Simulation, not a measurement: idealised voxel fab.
You're looking at the process module voxel wiring stack.
Xsec cut, 260 nm wide, square cell size 5 nm.
How to read a cross-section here: the picture is a grid of square cells, written as bands going from the top down, and any band can span one or more rows of cells. Look at the band entry: it leads with the top's height and the bottom's height in nm. Then it lists the materials left to right, with a width in nm for each. The word "full width" on a single material says that material fills the band edge to edge. The word "air" is empty space. Height is counted from the level 0, under which the received wafer is composed throughout of one material. The lowest of the bands is not closed at the bottom but continues downward, in the notation "0 -> down". The expression "30..40" gives the width at the extremes of the band, the first number at its top row of cells and the second at its bottom row, with the width changing by equal amounts from each row to the next in between. Take "no modification" at face value: in the step it is given for, the cross-section changed in none of its cells. For the entry "closed voids", the listed items are empty spaces with no open way to the top whose size is 8 cells or more; each item follows the pattern width x height at distance, where distance is from the left edge and all three are in nm. Text after the settings on a step's line: the simulator's own remark on that step. overlay nm: how far to the right of its planned place the mask lay on this masked step (negative: to the left).
# Planned step list for the process
- 1: RECEIVE (material Si)
- 2: CONFORMAL_DEP (material SiO2; thk nm 15)
- 3: DIRECTIONAL_DEP (material TiN; thk nm 5)
- 4: DIRECTIONAL_DEP (material Ru; thk nm 25)
- 5: PATTERN (tone cover; mask id METAL_1; material resist; width nm 30; pitch nm 45; thk nm 15; overlay nm 0)
- 6: DIRECTIONAL_ETCH (etch materials Ru; depth nm 25)
- 7: DIRECTIONAL_ETCH (etch materials TiN; depth nm 5)
- 8: STRIP (etch materials resist)
- 9: CONFORMAL_DEP (material SiCN; thk nm 5)
- 10: FILL_DEP (material SiO2; thk nm 5)
- 11: CMP (height nm 45)
- 12: CONFORMAL_DEP (material SiCN; thk nm 5)
- 13: DIRECTIONAL_DEP (material lowk; thk nm 20)
- 14: MASKED_ETCH (tone open; mask id PLUG_1; width nm 15; pitch nm 90; etch materials lowk; depth nm 20; overlay nm 0)
- 15: MASKED_ETCH (tone open; mask id PLUG_1; width nm 15; pitch nm 90; etch materials SiCN; depth nm 5; overlay nm 0)
- 16: EPI (material Ru; thk nm 10)
- 17: EPI (material Ru; thk nm 10)
- 18: EPI (material Ru; thk nm 5)
- 19: CONFORMAL_DEP (material SiN; thk nm 5)
- 20: DIRECTIONAL_DEP (material SiO2; thk nm 25)
- 21: DIRECTIONAL_DEP (material aC; thk nm 15)
- 22: PATTERN (tone open; mask id METAL_2; material resist; width nm 30; pitch nm 45; thk nm 35; overlay nm 0)
- 23: DIRECTIONAL_ETCH (etch materials aC; depth nm 15)
- 24: STRIP (etch materials resist)
- 25: DIRECTIONAL_ETCH (etch materials SiO2; depth nm 25)
- 26: DIRECTIONAL_ETCH (etch materials SiN; depth nm 5)
- 27: STRIP (etch materials aC)
- 28: CONFORMAL_DEP (material TiN; thk nm 5)
- 29: FILL_DEP (material Ru; thk nm 10)
- 30: CMP (height nm 100)
- 31: EPI (material Ru; thk nm 5)
- 32: FILL_DEP (material SiCN; thk nm 5)
- 33: DIRECTIONAL_DEP (material lowk; thk nm 25)
- 34: PATTERN (tone open; mask id METAL_3; material resist; width nm 30; pitch nm 45; thk nm 20; overlay nm 0)
- 35: DIRECTIONAL_ETCH (etch materials lowk; depth nm 15)
- 36: STRIP (etch materials resist)
- 37: DIRECTIONAL_DEP (material aC; thk nm 15)
- 38: PATTERN (tone open; mask id METAL_3_HOLES; material resist; width nm 15; pitch nm 45; thk nm 30; overlay nm 0)
- 39: DIRECTIONAL_ETCH (etch materials aC; depth nm 15)
- 40: STRIP (etch materials resist)
- 41: DIRECTIONAL_ETCH (etch materials lowk; depth nm 10)
- 42: DIRECTIONAL_ETCH (etch materials SiCN; depth nm 5)
- 43: STRIP (etch materials aC)
- 44: CONFORMAL_DEP (material TiN; thk nm 5)
- 45: FILL_DEP (material Cu; thk nm 5)
- 46: CMP (height nm 135)
- 47: CONFORMAL_DEP (material SiN; thk nm 5)
# First of the two wafers, run per plan
# Wafer as received: cross-section following step 1
> 0 -> down = Si full width
> closed voids: none
# Wafer after step 2 (cross-section)
> 15 -> 0 = SiO2 full width
> Whatever lies below 0 is exactly as it was before.
# Wafer after step 3 (cross-section)
> 20 -> 15 = TiN full width
> Whatever lies below 15 is exactly as it was before.
# Wafer after step 4 (cross-section)
> 45 -> 20 = Ru full width
> Whatever lies below 20 is exactly as it was before.
# Wafer after step 5 (cross-section)
> 60 -> 45 = air: 70, then resist: 30, then air: 15, then resist: 30, then air: 15, then resist: 30, then air: 70
> Whatever lies below 45 is exactly as it was before.
# Wafer after step 6 (cross-section)
> 60 -> 45 = air: 70, then resist: 30, then air: 15, then resist: 30, then air: 15, then resist: 30, then air: 70
> 45 -> 20 = air: 70, then Ru: 30, then air: 15, then Ru: 30, then air: 15, then Ru: 30, then air: 70
> Whatever lies below 20 is exactly as it was before.
# Wafer after step 7 (cross-section)
> 60 -> 45 = air: 70, then resist: 30, then air: 15, then resist: 30, then air: 15, then resist: 30, then air: 70
> 45 -> 20 = air: 70, then Ru: 30, then air: 15, then Ru: 30, then air: 15, then Ru: 30, then air: 70
> 20 -> 15 = air: 70, then TiN: 30, then air: 15, then TiN: 30, then air: 15, then TiN: 30, then air: 70
> Whatever lies below 15 is exactly as it was before.
# Wafer after step 8 (cross-section)
> 45 -> 20 = air: 70, then Ru: 30, then air: 15, then Ru: 30, then air: 15, then Ru: 30, then air: 70
> Whatever lies below 20 is exactly as it was before.
# Wafer after step 9 (cross-section)
> 50 -> 45 = air: 65, then SiCN: 40, then air: 5, then SiCN: 40, then air: 5, then SiCN: 40, then air: 65
> 45 -> 20 = air: 65, then SiCN: 5, then Ru: 30, then SiCN: 5, then air: 5, then SiCN: 5, then Ru: 30, then SiCN: 5, then air: 5, then SiCN: 5, then Ru: 30, then SiCN: 5, then air: 65
> 20 -> 15 = SiCN: 70, then TiN: 30, then SiCN: 15, then TiN: 30, then SiCN: 15, then TiN: 30, then SiCN: 70
> Whatever lies below 15 is exactly as it was before.
# Wafer after step 10 (cross-section)
> 55 -> 50 = SiO2 full width
> 50 -> 45 = SiO2: 65, then SiCN: 40, then SiO2: 5, then SiCN: 40, then SiO2: 5, then SiCN: 40, then SiO2: 65
> 45 -> 20 = SiO2: 65, then SiCN: 5, then Ru: 30, then SiCN: 5, then SiO2: 5, then SiCN: 5, then Ru: 30, then SiCN: 5, then SiO2: 5, then SiCN: 5, then Ru: 30, then SiCN: 5, then SiO2: 65
> Whatever lies below 20 is exactly as it was before.
# Wafer after step 11 (cross-section)
> 45 -> 20 = SiO2: 65, then SiCN: 5, then Ru: 30, then SiCN: 5, then SiO2: 5, then SiCN: 5, then Ru: 30, then SiCN: 5, then SiO2: 5, then SiCN: 5, then Ru: 30, then SiCN: 5, then SiO2: 65
> Whatever lies below 20 is exactly as it was before.
# Wafer after step 12 (cross-section)
> 50 -> 45 = SiCN full width
> Whatever lies below 45 is exactly as it was before.
# Wafer after step 13 (cross-section)
> 70 -> 50 = lowk full width
> Whatever lies below 50 is exactly as it was before.
# Wafer after step 14 (cross-section)
> 70 -> 50 = lowk: 70, then air: 15, then lowk: 75, then air: 15, then lowk: 85
> Whatever lies below 50 is exactly as it was before.
# Wafer after step 15 (cross-section)
> 70 -> 50 = lowk: 70, then air: 15, then lowk: 75, then air: 15, then lowk: 85
> 50 -> 45 = SiCN: 70, then air: 15, then SiCN: 75, then air: 15, then SiCN: 85
> Whatever lies below 45 is exactly as it was before.
# Wafer after step 16 (cross-section)
> 70 -> 55 = lowk: 70, then air: 15, then lowk: 75, then air: 15, then lowk: 85
> 55 -> 50 = lowk: 70, then Ru: 15, then lowk: 75, then Ru: 15, then lowk: 85
> 50 -> 45 = SiCN: 70, then Ru: 15, then SiCN: 75, then Ru: 15, then SiCN: 85
> Whatever lies below 45 is exactly as it was before.
# Wafer after step 17 (cross-section)
> 70 -> 65 = lowk: 70, then air: 15, then lowk: 75, then air: 15, then lowk: 85
> 65 -> 50 = lowk: 70, then Ru: 15, then lowk: 75, then Ru: 15, then lowk: 85
> Whatever lies below 50 is exactly as it was before.
# Wafer after step 18 (cross-section)
> 70 -> 50 = lowk: 70, then Ru: 15, then lowk: 75, then Ru: 15, then lowk: 85
> Whatever lies below 50 is exactly as it was before.
# Wafer after step 19 (cross-section)
> 75 -> 70 = SiN full width
> Whatever lies below 70 is exactly as it was before.
# Wafer after step 20 (cross-section)
> 100 -> 75 = SiO2 full width
> Whatever lies below 75 is exactly as it was before.
# Wafer after step 21 (cross-section)
> 115 -> 100 = aC full width
> Whatever lies below 100 is exactly as it was before.
# Wafer after step 22 (cross-section)
> 150 -> 115 = resist: 70, then air: 30, then resist: 15, then air: 30, then resist: 15, then air: 30, then resist: 70
> Whatever lies below 115 is exactly as it was before.
# Wafer after step 23 (cross-section)
> 135 -> 115 = resist: 70, then air: 30, then resist: 15, then air: 30, then resist: 15, then air: 30, then resist: 70
> 115 -> 100 = aC: 70, then air: 30, then aC: 15, then air: 30, then aC: 15, then air: 30, then aC: 70
> Whatever lies below 100 is exactly as it was before.
# Wafer after step 24 (cross-section)
> 115 -> 100 = aC: 70, then air: 30, then aC: 15, then air: 30, then aC: 15, then air: 30, then aC: 70
> Whatever lies below 100 is exactly as it was before.
# Wafer after step 25 (cross-section)
> 115 -> 100 = aC: 70, then air: 30, then aC: 15, then air: 30, then aC: 15, then air: 30, then aC: 70
> 100 -> 75 = SiO2: 70, then air: 30, then SiO2: 15, then air: 30, then SiO2: 15, then air: 30, then SiO2: 70
> Whatever lies below 75 is exactly as it was before.
# Wafer after step 26 (cross-section)
> 115 -> 100 = aC: 70, then air: 30, then aC: 15, then air: 30, then aC: 15, then air: 30, then aC: 70
> 100 -> 75 = SiO2: 70, then air: 30, then SiO2: 15, then air: 30, then SiO2: 15, then air: 30, then SiO2: 70
> 75 -> 70 = SiN: 70, then air: 30, then SiN: 15, then air: 30, then SiN: 15, then air: 30, then SiN: 70
> Whatever lies below 70 is exactly as it was before.
# Wafer after step 27 (cross-section)
> 100 -> 75 = SiO2: 70, then air: 30, then SiO2: 15, then air: 30, then SiO2: 15, then air: 30, then SiO2: 70
> Whatever lies below 75 is exactly as it was before.
# Wafer after step 28 (cross-section)
> 105 -> 100 = TiN: 75, then air: 20, then TiN: 25, then air: 20, then TiN: 25, then air: 20, then TiN: 75
> 100 -> 75 = SiO2: 70, then TiN: 5, then air: 20, then TiN: 5, then SiO2: 15, then TiN: 5, then air: 20, then TiN: 5, then SiO2: 15, then TiN: 5, then air: 20, then TiN: 5, then SiO2: 70
> 75 -> 70 = SiN: 70, then TiN: 30, then SiN: 15, then TiN: 30, then SiN: 15, then TiN: 30, then SiN: 70
> Whatever lies below 70 is exactly as it was before.
# Wafer after step 29 (cross-section)
> 115 -> 105 = Ru full width
> 105 -> 100 = TiN: 75, then Ru: 20, then TiN: 25, then Ru: 20, then TiN: 25, then Ru: 20, then TiN: 75
> 100 -> 75 = SiO2: 70, then TiN: 5, then Ru: 20, then TiN: 5, then SiO2: 15, then TiN: 5, then Ru: 20, then TiN: 5, then SiO2: 15, then TiN: 5, then Ru: 20, then TiN: 5, then SiO2: 70
> Whatever lies below 75 is exactly as it was before.
# Wafer after step 30 (cross-section)
> 100 -> 75 = SiO2: 70, then TiN: 5, then Ru: 20, then TiN: 5, then SiO2: 15, then TiN: 5, then Ru: 20, then TiN: 5, then SiO2: 15, then TiN: 5, then Ru: 20, then TiN: 5, then SiO2: 70
> Whatever lies below 75 is exactly as it was before.
# Wafer after step 31 (cross-section)
> 105 -> 100 = air: 65, then Ru: 40, then air: 5, then Ru: 40, then air: 5, then Ru: 40, then air: 65
> Whatever lies below 100 is exactly as it was before.
# Wafer after step 32 (cross-section)
> 110 -> 105 = SiCN full width
> 105 -> 100 = SiCN: 65, then Ru: 40, then SiCN: 5, then Ru: 40, then SiCN: 5, then Ru: 40, then SiCN: 65
> Whatever lies below 100 is exactly as it was before.
# Wafer after step 33 (cross-section)
> 135 -> 110 = lowk full width
> Whatever lies below 110 is exactly as it was before.
# Wafer after step 34 (cross-section)
> 155 -> 135 = resist: 70, then air: 30, then resist: 15, then air: 30, then resist: 15, then air: 30, then resist: 70
> Whatever lies below 135 is exactly as it was before.
# Wafer after step 35 (cross-section)
> 155 -> 135 = resist: 70, then air: 30, then resist: 15, then air: 30, then resist: 15, then air: 30, then resist: 70
> 135 -> 120 = lowk: 70, then air: 30, then lowk: 15, then air: 30, then lowk: 15, then air: 30, then lowk: 70
> Whatever lies below 120 is exactly as it was before.
# Wafer after step 36 (cross-section)
> 135 -> 120 = lowk: 70, then air: 30, then lowk: 15, then air: 30, then lowk: 15, then air: 30, then lowk: 70
> Whatever lies below 120 is exactly as it was before.
# Wafer after step 37 (cross-section)
> 150 -> 135 = aC: 70, then air: 30, then aC: 15, then air: 30, then aC: 15, then air: 30, then aC: 70
> 135 -> 120 = lowk: 70, then aC: 30, then lowk: 15, then aC: 30, then lowk: 15, then aC: 30, then lowk: 70
> Whatever lies below 120 is exactly as it was before.
# Wafer after step 38 (cross-section)
> 180 -> 150 = resist: 70, then air: 15, then resist: 30, then air: 15, then resist: 30, then air: 15, then resist: 85
> 150 -> 135 = aC: 70, then air: 15, then resist: 15, then aC: 15, then air: 15, then resist: 15, then aC: 15, then air: 15, then resist: 15, then aC: 70
> Whatever lies below 135 is exactly as it was before.
# Wafer after step 39 (cross-section)
> 165 -> 150 = resist: 70, then air: 15, then resist: 30, then air: 15, then resist: 30, then air: 15, then resist: 85
> 150 -> 135 = aC: 70, then air: 15, then resist: 15, then aC: 15, then air: 15, then resist: 15, then aC: 15, then air: 15, then resist: 15, then aC: 70
> 135 -> 120 = lowk: 70, then air: 15, then aC: 15, then lowk: 15, then air: 15, then aC: 15, then lowk: 15, then air: 15, then aC: 15, then lowk: 70
> Whatever lies below 120 is exactly as it was before.
# Wafer after step 40 (cross-section)
> 150 -> 135 = aC: 70, then air: 30, then aC: 15, then air: 30, then aC: 15, then air: 30, then aC: 70
> Whatever lies below 135 is exactly as it was before.
# Wafer after step 41 (cross-section)
> 150 -> 135 = aC: 70, then air: 30, then aC: 15, then air: 30, then aC: 15, then air: 30, then aC: 70
> 135 -> 120 = lowk: 70, then air: 15, then aC: 15, then lowk: 15, then air: 15, then aC: 15, then lowk: 15, then air: 15, then aC: 15, then lowk: 70
> 120 -> 110 = lowk: 70, then air: 15, then lowk: 30, then air: 15, then lowk: 30, then air: 15, then lowk: 85
> Whatever lies below 110 is exactly as it was before.
# Wafer after step 42 (cross-section)
> 150 -> 135 = aC: 70, then air: 30, then aC: 15, then air: 30, then aC: 15, then air: 30, then aC: 70
> 135 -> 120 = lowk: 70, then air: 15, then aC: 15, then lowk: 15, then air: 15, then aC: 15, then lowk: 15, then air: 15, then aC: 15, then lowk: 70
> 120 -> 110 = lowk: 70, then air: 15, then lowk: 30, then air: 15, then lowk: 30, then air: 15, then lowk: 85
> 110 -> 105 = SiCN: 70, then air: 15, then SiCN: 30, then air: 15, then SiCN: 30, then air: 15, then SiCN: 85
> Whatever lies below 105 is exactly as it was before.
# Wafer after step 43 (cross-section)
> 135 -> 120 = lowk: 70, then air: 30, then lowk: 15, then air: 30, then lowk: 15, then air: 30, then lowk: 70
> Whatever lies below 120 is exactly as it was before.
# Wafer after step 44 (cross-section)
> 140 -> 135 = TiN: 75, then air: 20, then TiN: 25, then air: 20, then TiN: 25, then air: 20, then TiN: 75
> 135 -> 125 = lowk: 70, then TiN: 5, then air: 20, then TiN: 5, then lowk: 15, then TiN: 5, then air: 20, then TiN: 5, then lowk: 15, then TiN: 5, then air: 20, then TiN: 5, then lowk: 70
> 125 -> 120 = lowk: 70, then TiN: 5, then air: 5, then TiN: 20, then lowk: 15, then TiN: 5, then air: 5, then TiN: 20, then lowk: 15, then TiN: 5, then air: 5, then TiN: 20, then lowk: 70
> 120 -> 110 = lowk: 70, then TiN: 5, then air: 5, then TiN: 5, then lowk: 30, then TiN: 5, then air: 5, then TiN: 5, then lowk: 30, then TiN: 5, then air: 5, then TiN: 5, then lowk: 85
> 110 -> 105 = SiCN: 70, then TiN: 15, then SiCN: 30, then TiN: 15, then SiCN: 30, then TiN: 15, then SiCN: 85
> Whatever lies below 105 is exactly as it was before.
# Wafer after step 45 (cross-section)
> 145 -> 140 = Cu full width
> 140 -> 135 = TiN: 75, then Cu: 20, then TiN: 25, then Cu: 20, then TiN: 25, then Cu: 20, then TiN: 75
> 135 -> 125 = lowk: 70, then TiN: 5, then Cu: 20, then TiN: 5, then lowk: 15, then TiN: 5, then Cu: 20, then TiN: 5, then lowk: 15, then TiN: 5, then Cu: 20, then TiN: 5, then lowk: 70
> 125 -> 120 = lowk: 70, then TiN: 5, then Cu: 5, then TiN: 20, then lowk: 15, then TiN: 5, then Cu: 5, then TiN: 20, then lowk: 15, then TiN: 5, then Cu: 5, then TiN: 20, then lowk: 70
> 120 -> 110 = lowk: 70, then TiN: 5, then Cu: 5, then TiN: 5, then lowk: 30, then TiN: 5, then Cu: 5, then TiN: 5, then lowk: 30, then TiN: 5, then Cu: 5, then TiN: 5, then lowk: 85
> Whatever lies below 110 is exactly as it was before.
# Wafer after step 46 (cross-section)
> 135 -> 125 = lowk: 70, then TiN: 5, then Cu: 20, then TiN: 5, then lowk: 15, then TiN: 5, then Cu: 20, then TiN: 5, then lowk: 15, then TiN: 5, then Cu: 20, then TiN: 5, then lowk: 70
> Whatever lies below 125 is exactly as it was before.
# Wafer after step 47 (cross-section)
> 140 -> 135 = SiN full width
> Whatever lies below 135 is exactly as it was before.
# It is to be noted that the second wafer proceeded from the same initial state and according to the same plan as the first, although one mistake was committed in its execution; through step 27, inclusive, the two wafers share an identical history
# Here is the second wafer in cross-section at the point where step 28 of the plan should have been done
> 105 -> 100 = SiN: 75, then air: 20, then SiN: 25, then air: 20, then SiN: 25, then air: 20, then SiN: 75
> 100 -> 75 = SiO2: 70, then SiN: 5, then air: 20, then SiN: 5, then SiO2: 15, then SiN: 5, then air: 20, then SiN: 5, then SiO2: 15, then SiN: 5, then air: 20, then SiN: 5, then SiO2: 70
> 75 -> 70 = SiN full width
> Whatever lies below 70 is exactly as it was before.
# Here is the second wafer in cross-section at the point where step 29 of the plan should have been done
> 115 -> 105 = Ru full width
> 105 -> 100 = SiN: 75, then Ru: 20, then SiN: 25, then Ru: 20, then SiN: 25, then Ru: 20, then SiN: 75
> 100 -> 75 = SiO2: 70, then SiN: 5, then Ru: 20, then SiN: 5, then SiO2: 15, then SiN: 5, then Ru: 20, then SiN: 5, then SiO2: 15, then SiN: 5, then Ru: 20, then SiN: 5, then SiO2: 70
> Whatever lies below 75 is exactly as it was before.
# Here is the second wafer in cross-section at the point where step 30 of the plan should have been done
> 100 -> 75 = SiO2: 70, then SiN: 5, then Ru: 20, then SiN: 5, then SiO2: 15, then SiN: 5, then Ru: 20, then SiN: 5, then SiO2: 15, then SiN: 5, then Ru: 20, then SiN: 5, then SiO2: 70
> Whatever lies below 75 is exactly as it was before.
# Here is the second wafer in cross-section at the point where step 31 of the plan should have been done
> 105 -> 100 = air: 70, then Ru: 30, then air: 15, then Ru: 30, then air: 15, then Ru: 30, then air: 70
> Whatever lies below 100 is exactly as it was before.
# Here is the second wafer in cross-section at the point where step 32 of the plan should have been done
> 110 -> 105 = SiCN full width
> 105 -> 100 = SiCN: 70, then Ru: 30, then SiCN: 15, then Ru: 30, then SiCN: 15, then Ru: 30, then SiCN: 70
> Whatever lies below 100 is exactly as it was before.
# Here is the second wafer in cross-section at the point where step 33 of the plan should have been done
> 135 -> 110 = lowk full width
> Whatever lies below 110 is exactly as it was before.
# Here is the second wafer in cross-section at the point where step 34 of the plan should have been done
> 155 -> 135 = resist: 70, then air: 30, then resist: 15, then air: 30, then resist: 15, then air: 30, then resist: 70
> Whatever lies below 135 is exactly as it was before.
# Here is the second wafer in cross-section at the point where step 35 of the plan should have been done
> 155 -> 135 = resist: 70, then air: 30, then resist: 15, then air: 30, then resist: 15, then air: 30, then resist: 70
> 135 -> 120 = lowk: 70, then air: 30, then lowk: 15, then air: 30, then lowk: 15, then air: 30, then lowk: 70
> Whatever lies below 120 is exactly as it was before.
# Here is the second wafer in cross-section at the point where step 36 of the plan should have been done
> 135 -> 120 = lowk: 70, then air: 30, then lowk: 15, then air: 30, then lowk: 15, then air: 30, then lowk: 70
> Whatever lies below 120 is exactly as it was before.
# Here is the second wafer in cross-section at the point where step 37 of the plan should have been done
> 150 -> 135 = aC: 70, then air: 30, then aC: 15, then air: 30, then aC: 15, then air: 30, then aC: 70
> 135 -> 120 = lowk: 70, then aC: 30, then lowk: 15, then aC: 30, then lowk: 15, then aC: 30, then lowk: 70
> Whatever lies below 120 is exactly as it was before.
# Here is the second wafer in cross-section at the point where step 38 of the plan should have been done
> 180 -> 150 = resist: 70, then air: 15, then resist: 30, then air: 15, then resist: 30, then air: 15, then resist: 85
> 150 -> 135 = aC: 70, then air: 15, then resist: 15, then aC: 15, then air: 15, then resist: 15, then aC: 15, then air: 15, then resist: 15, then aC: 70
> Whatever lies below 135 is exactly as it was before.
# Here is the second wafer in cross-section at the point where step 39 of the plan should have been done
> 165 -> 150 = resist: 70, then air: 15, then resist: 30, then air: 15, then resist: 30, then air: 15, then resist: 85
> 150 -> 135 = aC: 70, then air: 15, then resist: 15, then aC: 15, then air: 15, then resist: 15, then aC: 15, then air: 15, then resist: 15, then aC: 70
> 135 -> 120 = lowk: 70, then air: 15, then aC: 15, then lowk: 15, then air: 15, then aC: 15, then lowk: 15, then air: 15, then aC: 15, then lowk: 70
> Whatever lies below 120 is exactly as it was before.
# Here is the second wafer in cross-section at the point where step 40 of the plan should have been done
> 150 -> 135 = aC: 70, then air: 30, then aC: 15, then air: 30, then aC: 15, then air: 30, then aC: 70
> Whatever lies below 135 is exactly as it was before.
# Here is the second wafer in cross-section at the point where step 41 of the plan should have been done
> 150 -> 135 = aC: 70, then air: 30, then aC: 15, then air: 30, then aC: 15, then air: 30, then aC: 70
> 135 -> 120 = lowk: 70, then air: 15, then aC: 15, then lowk: 15, then air: 15, then aC: 15, then lowk: 15, then air: 15, then aC: 15, then lowk: 70
> 120 -> 110 = lowk: 70, then air: 15, then lowk: 30, then air: 15, then lowk: 30, then air: 15, then lowk: 85
> Whatever lies below 110 is exactly as it was before.
# Here is the second wafer in cross-section at the point where step 42 of the plan should have been done
> 150 -> 135 = aC: 70, then air: 30, then aC: 15, then air: 30, then aC: 15, then air: 30, then aC: 70
> 135 -> 120 = lowk: 70, then air: 15, then aC: 15, then lowk: 15, then air: 15, then aC: 15, then lowk: 15, then air: 15, then aC: 15, then lowk: 70
> 120 -> 110 = lowk: 70, then air: 15, then lowk: 30, then air: 15, then lowk: 30, then air: 15, then lowk: 85
> 110 -> 105 = SiCN: 70, then air: 15, then SiCN: 30, then air: 15, then SiCN: 30, then air: 15, then SiCN: 85
> Whatever lies below 105 is exactly as it was before.
# Here is the second wafer in cross-section at the point where step 43 of the plan should have been done
> 135 -> 120 = lowk: 70, then air: 30, then lowk: 15, then air: 30, then lowk: 15, then air: 30, then lowk: 70
> Whatever lies below 120 is exactly as it was before.
# Here is the second wafer in cross-section at the point where step 44 of the plan should have been done
> 140 -> 135 = TiN: 75, then air: 20, then TiN: 25, then air: 20, then TiN: 25, then air: 20, then TiN: 75
> 135 -> 125 = lowk: 70, then TiN: 5, then air: 20, then TiN: 5, then lowk: 15, then TiN: 5, then air: 20, then TiN: 5, then lowk: 15, then TiN: 5, then air: 20, then TiN: 5, then lowk: 70
> 125 -> 120 = lowk: 70, then TiN: 5, then air: 5, then TiN: 20, then lowk: 15, then TiN: 5, then air: 5, then TiN: 20, then lowk: 15, then TiN: 5, then air: 5, then TiN: 20, then lowk: 70
> 120 -> 110 = lowk: 70, then TiN: 5, then air: 5, then TiN: 5, then lowk: 30, then TiN: 5, then air: 5, then TiN: 5, then lowk: 30, then TiN: 5, then air: 5, then TiN: 5, then lowk: 85
> 110 -> 105 = SiCN: 70, then TiN: 15, then SiCN: 30, then TiN: 15, then SiCN: 30, then TiN: 15, then SiCN: 85
> Whatever lies below 105 is exactly as it was before.
# Here is the second wafer in cross-section at the point where step 45 of the plan should have been done
> 145 -> 140 = Cu full width
> 140 -> 135 = TiN: 75, then Cu: 20, then TiN: 25, then Cu: 20, then TiN: 25, then Cu: 20, then TiN: 75
> 135 -> 125 = lowk: 70, then TiN: 5, then Cu: 20, then TiN: 5, then lowk: 15, then TiN: 5, then Cu: 20, then TiN: 5, then lowk: 15, then TiN: 5, then Cu: 20, then TiN: 5, then lowk: 70
> 125 -> 120 = lowk: 70, then TiN: 5, then Cu: 5, then TiN: 20, then lowk: 15, then TiN: 5, then Cu: 5, then TiN: 20, then lowk: 15, then TiN: 5, then Cu: 5, then TiN: 20, then lowk: 70
> 120 -> 110 = lowk: 70, then TiN: 5, then Cu: 5, then TiN: 5, then lowk: 30, then TiN: 5, then Cu: 5, then TiN: 5, then lowk: 30, then TiN: 5, then Cu: 5, then TiN: 5, then lowk: 85
> Whatever lies below 110 is exactly as it was before.
# Here is the second wafer in cross-section at the point where step 46 of the plan should have been done
> 135 -> 125 = lowk: 70, then TiN: 5, then Cu: 20, then TiN: 5, then lowk: 15, then TiN: 5, then Cu: 20, then TiN: 5, then lowk: 15, then TiN: 5, then Cu: 20, then TiN: 5, then lowk: 70
> Whatever lies below 125 is exactly as it was before.
# Here is the second wafer in cross-section at the point where step 47 of the plan should have been done
> 140 -> 135 = SiN full width
> Whatever lies below 135 is exactly as it was before.
The plan and the run diverged here: step 28 ran differently from the plan; actual operation with settings: CONFORMAL_DEP (material SiN; thk nm 5)
Count the cells at the end and the second wafer has more or fewer of some materials than the first: 6 fewer of Ru; 6 more of SiCN; 48 more of SiN; 48 fewer of TiN
